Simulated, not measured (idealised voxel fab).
process module | voxel double patterning
cross-section cut | 240 nm wide | cells 5 nm
A cross-section is a grid of square cells, given in bands from the top down. A band is one or more rows of cells.
Each band's line starts with the height of the band's top and of its bottom, in nm. Then come its materials from left to right, each with its width in nm. One material with "throughout" fills the band from edge to edge. "air" is empty space.
Height 0 is the level under which the wafer as received is all one material. The lowest band goes on downwards, as in "0 down".
A width such as "30 to 40" changes by the same amount from each row of cells to the next, from the band's top row to its bottom row.
"no change" after a step means that no cell of the cross-section changed.
closed voids: empty space of 8 cells or more with no open way to the top, each as width x height at its distance from the left edge, in nm
after a step's settings: what the simulator itself notes on the step
overlay nm, on a step with a mask: how far to the right of its planned place the mask lay; to the left if negative
plan
1 op RECEIVE | material Si
2 op CONFORMAL_DEP | material SiN | thk nm 5
3 op DIRECTIONAL_DEP | material SiO2 | thk nm 10
4 op DIRECTIONAL_DEP | material SiCN | thk nm 10
5 op PATTERN | tone open | mask id FIRST | material resist | width nm 15 | pitch nm 50 | thk nm 15 | overlay nm 0
6 op DIRECTIONAL_ETCH | etch materials SiCN | depth nm 10
7 op STRIP | etch materials resist
8 op MASKED_ETCH | tone open | mask id SECOND | width nm 15 | pitch nm 50 | etch materials SiCN | depth nm 10 | overlay nm 0
9 op DIRECTIONAL_ETCH | etch materials SiO2 | depth nm 10
10 op STRIP | etch materials SiCN
as received, after step 1
  0 down: Si throughout
  closed voids: none
a wafer at the end: this start, this plan, one mistake
  15 to 5: air 85 | SiO2 15 | air 35 | SiO2 15 | air 90
  5 to 0: SiN throughout
  0 down: Si throughout
  closed voids: none
what went wrong: step 8 ran as: op MASKED_ETCH | tone cover | mask id SECOND | width nm 15 | pitch nm 50 | etch materials SiCN | depth nm 10 | overlay nm 0
